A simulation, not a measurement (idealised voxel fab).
process module | voxel tone inversion
cross-section cut | 200 nm wide | cells 5 nm
A cross-section is a grid of square cells, given in bands from the top down. A band is one or more rows of cells.
Each band's line starts with the height of the band's top and of its bottom, in nm. Then come its materials from left to right, each with its width in nm. One material with "throughout" fills the band from edge to edge. "air" is empty space.
Height 0 is the level under which the wafer as received is all one material. The lowest band goes on downwards, as in "0 down".
A width such as "30 to 40" changes by the same amount from each row of cells to the next, from the band's top row to its bottom row.
"no change" after a step means that no cell of the cross-section changed.
closed voids: empty space of 8 cells or more with no open way to the top, each as width x height at its distance from the left edge, in nm
after a step's settings: what the simulator itself notes on the step
overlay nm, on a step with a mask: how far to the right of its planned place the mask lay; to the left if negative
Each pair below shows a cross-section before one step and the cross-section after it, down to the lowest band that changed. The line under each pair gives the step between them, with its settings. The pairs can come from different runs of this module on the same starting wafer, so a pair continues from the pair above only where its "before" says so.
before
  0 down: Si throughout
  closed voids: none
after
  5 to 0: SiN throughout
  below 0: unchanged
  closed voids: none
the step between: op CONFORMAL_DEP | material SiN | thk nm 5
before: the cross-section after the pair above
after
  25 to 5: aC throughout
  below 5: unchanged
  closed voids: none
the step between: op DIRECTIONAL_DEP | material aC | thk nm 20
before: the cross-section after the pair above
after
  55 to 25: air 55 | resist 20 | air 15 | resist 20 | air 15 | resist 20 | air 55
  below 25: unchanged
  closed voids: none
the step between: op PATTERN | tone cover | mask id POSTS | material resist | width nm 20 | pitch nm 35 | thk nm 30 | overlay nm 0
before: the cross-section after the pair above
after
  35 to 25: air 55 | resist 20 | air 15 | resist 20 | air 15 | resist 20 | air 55
  25 to 5: air 55 | aC 20 | air 15 | aC 20 | air 15 | aC 20 | air 55
  below 5: unchanged
  closed voids: none
the step between: op DIRECTIONAL_ETCH | etch materials aC | depth nm 20
before: the cross-section after the pair above
after
  25 to 5: air 55 | aC 20 | air 15 | aC 20 | air 15 | aC 20 | air 55
  below 5: unchanged
  closed voids: none
the step between: op STRIP | etch materials resist
before: the cross-section after the pair above
after
  35 to 25: SiO2 throughout
  25 to 5: SiO2 55 | aC 20 | SiO2 15 | aC 20 | SiO2 15 | aC 20 | SiO2 55
  below 5: unchanged
  closed voids: none
the step between: op FILL_DEP | material SiO2 | thk nm 10
before: the cross-section after the pair above
after
  25 to 5: SiO2 55 | aC 20 | SiO2 15 | aC 20 | SiO2 15 | aC 20 | SiO2 55
  below 5: unchanged
  closed voids: none
the step between: op CMP | height nm 25
before: the cross-section after the pair above
after
  25 to 5: SiO2 55 | air 20 | SiO2 15 | air 20 | SiO2 15 | air 20 | SiO2 55
  below 5: unchanged
  closed voids: none
the step between: op STRIP | etch materials aC
before: the cross-section after the pair above
after
  30 to 25: TiN 60 | air 10 | TiN 25 | air 10 | TiN 25 | air 10 | TiN 60
  25 to 10: SiO2 55 | TiN 5 | air 10 | TiN 5 | SiO2 15 | TiN 5 | air 10 | TiN 5 | SiO2 15 | TiN 5 | air 10 | TiN 5 | SiO2 55
  10 to 5: SiO2 55 | TiN 20 | SiO2 15 | TiN 20 | SiO2 15 | TiN 20 | SiO2 55
  below 5: unchanged
  closed voids: none
the step between: op CONFORMAL_DEP | material TiN | thk nm 5
before: the cross-section after the pair above
after
  40 to 30: W throughout
  30 to 25: TiN 60 | W 10 | TiN 25 | W 10 | TiN 25 | W 10 | TiN 60
  25 to 10: SiO2 55 | TiN 5 | W 10 | TiN 5 | SiO2 15 | TiN 5 | W 10 | TiN 5 | SiO2 15 | TiN 5 | W 10 | TiN 5 | SiO2 55
  below 10: unchanged
  closed voids: none
the step between: op FILL_DEP | material W | thk nm 10
before: the cross-section after the pair above
after
  25 to 10: SiO2 55 | TiN 5 | W 10 | TiN 5 | SiO2 15 | TiN 5 | W 10 | TiN 5 | SiO2 15 | TiN 5 | W 10 | TiN 5 | SiO2 55
  below 10: unchanged
  closed voids: none
the step between: op CMP | height nm 25
before: the cross-section after the pair above
after
  30 to 25: SiCN throughout
  below 25: unchanged
  closed voids: none
the step between: op CONFORMAL_DEP | material SiCN | thk nm 5
before
  40 to 30: W throughout
  30 to 25: TiN 60 | W 10 | TiN 25 | W 10 | TiN 25 | W 10 | TiN 60
  25 to 10: SiO2 55 | TiN 5 | W 10 | TiN 5 | SiO2 15 | TiN 5 | W 10 | TiN 5 | SiO2 15 | TiN 5 | W 10 | TiN 5 | SiO2 55
  10 to 5: SiO2 55 | TiN 20 | SiO2 15 | TiN 20 | SiO2 15 | TiN 20 | SiO2 55
  5 to 0: SiN throughout
  0 down: Si throughout
  closed voids: none
after
  45 to 40: SiCN throughout
  below 40: unchanged
  closed voids: none
the step between: op CONFORMAL_DEP | material SiCN | thk nm 5
before
  0 down: Si throughout
  closed voids: none
after
  20 to 0: aC throughout
  below 0: unchanged
  closed voids: none
the step between: op DIRECTIONAL_DEP | material aC | thk nm 20
before: the cross-section after the pair above
after
  25 to 20: SiN throughout
  below 20: unchanged
  closed voids: none
the step between: op CONFORMAL_DEP | material SiN | thk nm 5
before: the cross-section after the pair above
after
  55 to 25: air 55 | resist 20 | air 15 | resist 20 | air 15 | resist 20 | air 55
  below 25: unchanged
  closed voids: none
the step between: op PATTERN | tone cover | mask id POSTS | material resist | width nm 20 | pitch nm 35 | thk nm 30 | overlay nm 0
before: the cross-section after the pair above
after
  35 to 25: air 55 | resist 20 | air 15 | resist 20 | air 15 | resist 20 | air 55
  below 25: unchanged
  closed voids: none
the step between: op DIRECTIONAL_ETCH | etch materials aC | depth nm 20
before: the cross-section after the pair above
after
  25 to 20: SiN throughout
  below 20: unchanged
  closed voids: none
the step between: op STRIP | etch materials resist
before: the cross-section after the pair above
after
  35 to 25: SiO2 throughout
  below 25: unchanged
  closed voids: none
the step between: op FILL_DEP | material SiO2 | thk nm 10
before: the cross-section after the pair above
after
  25 to 20: SiN throughout
  below 20: unchanged
  closed voids: none
the step between: op CMP | height nm 25
before: the cross-section after the pair above
after
  30 to 25: TiN throughout
  below 25: unchanged
  closed voids: none
the step between: op CONFORMAL_DEP | material TiN | thk nm 5
before: the cross-section after the pair above
after
  40 to 30: W throughout
  below 30: unchanged
  closed voids: none
the step between: op FILL_DEP | material W | thk nm 10
before: the cross-section after the pair above
after
  25 to 20: SiN throughout
  below 20: unchanged
  closed voids: none
the step between: op CMP | height nm 25
before: the cross-section after the pair above
after
  30 to 25: SiCN throughout
  below 25: unchanged
  closed voids: none
the step between: op CONFORMAL_DEP | material SiCN | thk nm 5
before
  40 to 30: W throughout
  30 to 25: TiN 60 | W 10 | TiN 25 | W 10 | TiN 25 | W 10 | TiN 60
  25 to 10: SiO2 55 | TiN 5 | W 10 | TiN 5 | SiO2 15 | TiN 5 | W 10 | TiN 5 | SiO2 15 | TiN 5 | W 10 | TiN 5 | SiO2 55
  10 to 5: SiO2 55 | TiN 20 | SiO2 15 | TiN 20 | SiO2 15 | TiN 20 | SiO2 55
  5 to 0: SiN throughout
  0 down: Si throughout
  closed voids: none
after
  20 to 10: SiO2 55 | TiN 5 | W 10 | TiN 5 | SiO2 15 | TiN 5 | W 10 | TiN 5 | SiO2 15 | TiN 5 | W 10 | TiN 5 | SiO2 55
  below 10: unchanged
  closed voids: none
the step between: op CMP | height nm 20
before: the cross-section after the pair above
after
  25 to 20: SiCN throughout
  below 20: unchanged
  closed voids: none
the step between: op CONFORMAL_DEP | material SiCN | thk nm 5
before
  25 to 5: aC throughout
  5 to 0: SiN throughout
  0 down: Si throughout
  closed voids: none
after
  55 to 25: air 60 | resist 15 | air 20 | resist 15 | air 20 | resist 15 | air 55
  below 25: unchanged
  closed voids: none
the step between: op PATTERN | tone cover | mask id POSTS | material resist | width nm 15 | pitch nm 35 | thk nm 30 | overlay nm 0
before: the cross-section after the pair above
after
  35 to 25: air 60 | resist 15 | air 20 | resist 15 | air 20 | resist 15 | air 55
  25 to 5: air 60 | aC 15 | air 20 | aC 15 | air 20 | aC 15 | air 55
  below 5: unchanged
  closed voids: none
the step between: op DIRECTIONAL_ETCH | etch materials aC | depth nm 20
before: the cross-section after the pair above
after
  25 to 5: air 60 | aC 15 | air 20 | aC 15 | air 20 | aC 15 | air 55
  below 5: unchanged
  closed voids: none
the step between: op STRIP | etch materials resist
before: the cross-section after the pair above
after
  35 to 25: SiO2 throughout
  25 to 5: SiO2 60 | aC 15 | SiO2 20 | aC 15 | SiO2 20 | aC 15 | SiO2 55
  below 5: unchanged
  closed voids: none
the step between: op FILL_DEP | material SiO2 | thk nm 10
before: the cross-section after the pair above
after
  25 to 5: SiO2 60 | aC 15 | SiO2 20 | aC 15 | SiO2 20 | aC 15 | SiO2 55
  below 5: unchanged
  closed voids: none
the step between: op CMP | height nm 25
before: the cross-section after the pair above
after
  25 to 5: SiO2 60 | air 15 | SiO2 20 | air 15 | SiO2 20 | air 15 | SiO2 55
  below 5: unchanged
  closed voids: none
the step between: op STRIP | etch materials aC
before: the cross-section after the pair above
after
  30 to 25: TiN 65 | air 5 | TiN 30 | air 5 | TiN 30 | air 5 | TiN 60
  25 to 10: SiO2 60 | TiN 5 | air 5 | TiN 5 | SiO2 20 | TiN 5 | air 5 | TiN 5 | SiO2 20 | TiN 5 | air 5 | TiN 5 | SiO2 55
  10 to 5: SiO2 60 | TiN 15 | SiO2 20 | TiN 15 | SiO2 20 | TiN 15 | SiO2 55
  below 5: unchanged
  closed voids: none
the step between: op CONFORMAL_DEP | material TiN | thk nm 5
before: the cross-section after the pair above
after
  40 to 30: W throughout
  30 to 25: TiN 65 | W 5 | TiN 30 | W 5 | TiN 30 | W 5 | TiN 60
  25 to 10: SiO2 60 | TiN 5 | W 5 | TiN 5 | SiO2 20 | TiN 5 | W 5 | TiN 5 | SiO2 20 | TiN 5 | W 5 | TiN 5 | SiO2 55
  below 10: unchanged
  closed voids: none
the step between: op FILL_DEP | material W | thk nm 10
before: the cross-section after the pair above
after
  25 to 10: SiO2 60 | TiN 5 | W 5 | TiN 5 | SiO2 20 | TiN 5 | W 5 | TiN 5 | SiO2 20 | TiN 5 | W 5 | TiN 5 | SiO2 55
  below 10: unchanged
  closed voids: none
the step between: op CMP | height nm 25
before: the cross-section after the pair above
after
  30 to 25: SiCN throughout
  below 25: unchanged
  closed voids: none
the step between: op CONFORMAL_DEP | material SiCN | thk nm 5
before
  25 to 5: aC throughout
  5 to 0: SiN throughout
  0 down: Si throughout
  closed voids: none
after
  55 to 25: air 45 | resist 20 | air 15 | resist 20 | air 15 | resist 20 | air 65
  below 25: unchanged
  closed voids: none
the step between: op PATTERN | tone cover | mask id POSTS | material resist | width nm 20 | pitch nm 35 | thk nm 30 | overlay nm -10
before: the cross-section after the pair above
after
  35 to 25: air 45 | resist 20 | air 15 | resist 20 | air 15 | resist 20 | air 65
  25 to 5: air 45 | aC 20 | air 15 | aC 20 | air 15 | aC 20 | air 65
  below 5: unchanged
  closed voids: none
the step between: op DIRECTIONAL_ETCH | etch materials aC | depth nm 20
before: the cross-section after the pair above
after
  25 to 5: air 45 | aC 20 | air 15 | aC 20 | air 15 | aC 20 | air 65
  below 5: unchanged
  closed voids: none
the step between: op STRIP | etch materials resist
before: the cross-section after the pair above
after
  35 to 25: SiO2 throughout
  25 to 5: SiO2 45 | aC 20 | SiO2 15 | aC 20 | SiO2 15 | aC 20 | SiO2 65
  below 5: unchanged
  closed voids: none
the step between: op FILL_DEP | material SiO2 | thk nm 10
before: the cross-section after the pair above
after
  25 to 5: SiO2 45 | aC 20 | SiO2 15 | aC 20 | SiO2 15 | aC 20 | SiO2 65
  below 5: unchanged
  closed voids: none
the step between: op CMP | height nm 25
before: the cross-section after the pair above
after
  25 to 5: SiO2 45 | air 20 | SiO2 15 | air 20 | SiO2 15 | air 20 | SiO2 65
  below 5: unchanged
  closed voids: none
the step between: op STRIP | etch materials aC
before: the cross-section after the pair above
after
  30 to 25: TiN 50 | air 10 | TiN 25 | air 10 | TiN 25 | air 10 | TiN 70
  25 to 10: SiO2 45 | TiN 5 | air 10 | TiN 5 | SiO2 15 | TiN 5 | air 10 | TiN 5 | SiO2 15 | TiN 5 | air 10 | TiN 5 | SiO2 65
  10 to 5: SiO2 45 | TiN 20 | SiO2 15 | TiN 20 | SiO2 15 | TiN 20 | SiO2 65
  below 5: unchanged
  closed voids: none
the step between: op CONFORMAL_DEP | material TiN | thk nm 5
before: the cross-section after the pair above
after
  40 to 30: W throughout
  30 to 25: TiN 50 | W 10 | TiN 25 | W 10 | TiN 25 | W 10 | TiN 70
  25 to 10: SiO2 45 | TiN 5 | W 10 | TiN 5 | SiO2 15 | TiN 5 | W 10 | TiN 5 | SiO2 15 | TiN 5 | W 10 | TiN 5 | SiO2 65
  below 10: unchanged
  closed voids: none
the step between: op FILL_DEP | material W | thk nm 10
before: the cross-section after the pair above
after
  25 to 10: SiO2 45 | TiN 5 | W 10 | TiN 5 | SiO2 15 | TiN 5 | W 10 | TiN 5 | SiO2 15 | TiN 5 | W 10 | TiN 5 | SiO2 65
  below 10: unchanged
  closed voids: none
the step between: op CMP | height nm 25
before: the cross-section after the pair above
after
  30 to 25: SiCN throughout
  below 25: unchanged
  closed voids: none
the step between: op CONFORMAL_DEP | material SiCN | thk nm 5
before
  25 to 5: SiO2 55 | air 20 | SiO2 15 | air 20 | SiO2 15 | air 20 | SiO2 55
  5 to 0: SiN throughout
  0 down: Si throughout
  closed voids: none
after
  30 to 25: SiCN 60 | air 10 | SiCN 25 | air 10 | SiCN 25 | air 10 | SiCN 60
  25 to 10: SiO2 55 | SiCN 5 | air 10 | SiCN 5 | SiO2 15 | SiCN 5 | air 10 | SiCN 5 | SiO2 15 | SiCN 5 | air 10 | SiCN 5 | SiO2 55
  10 to 5: SiO2 55 | SiCN 20 | SiO2 15 | SiCN 20 | SiO2 15 | SiCN 20 | SiO2 55
  below 5: unchanged
  closed voids: none
the step between: op CONFORMAL_DEP | material SiCN | thk nm 5
before: the cross-section after the pair above
after
  40 to 30: W throughout
  30 to 25: SiCN 60 | W 10 | SiCN 25 | W 10 | SiCN 25 | W 10 | SiCN 60
  25 to 10: SiO2 55 | SiCN 5 | W 10 | SiCN 5 | SiO2 15 | SiCN 5 | W 10 | SiCN 5 | SiO2 15 | SiCN 5 | W 10 | SiCN 5 | SiO2 55
  below 10: unchanged
  closed voids: none
the step between: op FILL_DEP | material W | thk nm 10
before: the cross-section after the pair above
after
  25 to 10: SiO2 55 | SiCN 5 | W 10 | SiCN 5 | SiO2 15 | SiCN 5 | W 10 | SiCN 5 | SiO2 15 | SiCN 5 | W 10 | SiCN 5 | SiO2 55
  below 10: unchanged
  closed voids: none
the step between: op CMP | height nm 25
before: the cross-section after the pair above
after
  30 to 25: SiCN throughout
  below 25: unchanged
  closed voids: none
the step between: op CONFORMAL_DEP | material SiCN | thk nm 5
before
  25 to 5: aC throughout
  5 to 0: SiN throughout
  0 down: Si throughout
  closed voids: none
after
  55 to 25: resist 55 | air 20 | resist 15 | air 20 | resist 15 | air 20 | resist 55
  below 25: unchanged
  closed voids: none
the step between: op PATTERN | tone open | mask id POSTS | material resist | width nm 20 | pitch nm 35 | thk nm 30 | overlay nm 0
before: the cross-section after the pair above
after
  35 to 25: resist 55 | air 20 | resist 15 | air 20 | resist 15 | air 20 | resist 55
  25 to 5: aC 55 | air 20 | aC 15 | air 20 | aC 15 | air 20 | aC 55
  below 5: unchanged
  closed voids: none
the step between: op DIRECTIONAL_ETCH | etch materials aC | depth nm 20
before: the cross-section after the pair above
after
  25 to 5: aC 55 | air 20 | aC 15 | air 20 | aC 15 | air 20 | aC 55
  below 5: unchanged
  closed voids: none
the step between: op STRIP | etch materials resist
before: the cross-section after the pair above
after
  35 to 25: SiO2 throughout
  25 to 5: aC 55 | SiO2 20 | aC 15 | SiO2 20 | aC 15 | SiO2 20 | aC 55
  below 5: unchanged
  closed voids: none
the step between: op FILL_DEP | material SiO2 | thk nm 10
before: the cross-section after the pair above
after
  25 to 5: aC 55 | SiO2 20 | aC 15 | SiO2 20 | aC 15 | SiO2 20 | aC 55
  below 5: unchanged
  closed voids: none
the step between: op CMP | height nm 25
before: the cross-section after the pair above
after
  25 to 5: air 55 | SiO2 20 | air 15 | SiO2 20 | air 15 | SiO2 20 | air 55
  below 5: unchanged
  closed voids: none
the step between: op STRIP | etch materials aC
before: the cross-section after the pair above
after
  30 to 25: air 50 | TiN 30 | air 5 | TiN 30 | air 5 | TiN 30 | air 50
  25 to 10: air 50 | TiN 5 | SiO2 20 | TiN 5 | air 5 | TiN 5 | SiO2 20 | TiN 5 | air 5 | TiN 5 | SiO2 20 | TiN 5 | air 50
  10 to 5: TiN 55 | SiO2 20 | TiN 15 | SiO2 20 | TiN 15 | SiO2 20 | TiN 55
  below 5: unchanged
  closed voids: none
the step between: op CONFORMAL_DEP | material TiN | thk nm 5
before: the cross-section after the pair above
after
  40 to 30: W throughout
  30 to 25: W 50 | TiN 30 | W 5 | TiN 30 | W 5 | TiN 30 | W 50
  25 to 10: W 50 | TiN 5 | SiO2 20 | TiN 5 | W 5 | TiN 5 | SiO2 20 | TiN 5 | W 5 | TiN 5 | SiO2 20 | TiN 5 | W 50
  below 10: unchanged
  closed voids: none
the step between: op FILL_DEP | material W | thk nm 10
before: the cross-section after the pair above
after
  25 to 10: W 50 | TiN 5 | SiO2 20 | TiN 5 | W 5 | TiN 5 | SiO2 20 | TiN 5 | W 5 | TiN 5 | SiO2 20 | TiN 5 | W 50
  below 10: unchanged
  closed voids: none
the step between: op CMP | height nm 25
before: the cross-section after the pair above
after
  30 to 25: SiCN throughout
  below 25: unchanged
  closed voids: none
the step between: op CONFORMAL_DEP | material SiCN | thk nm 5
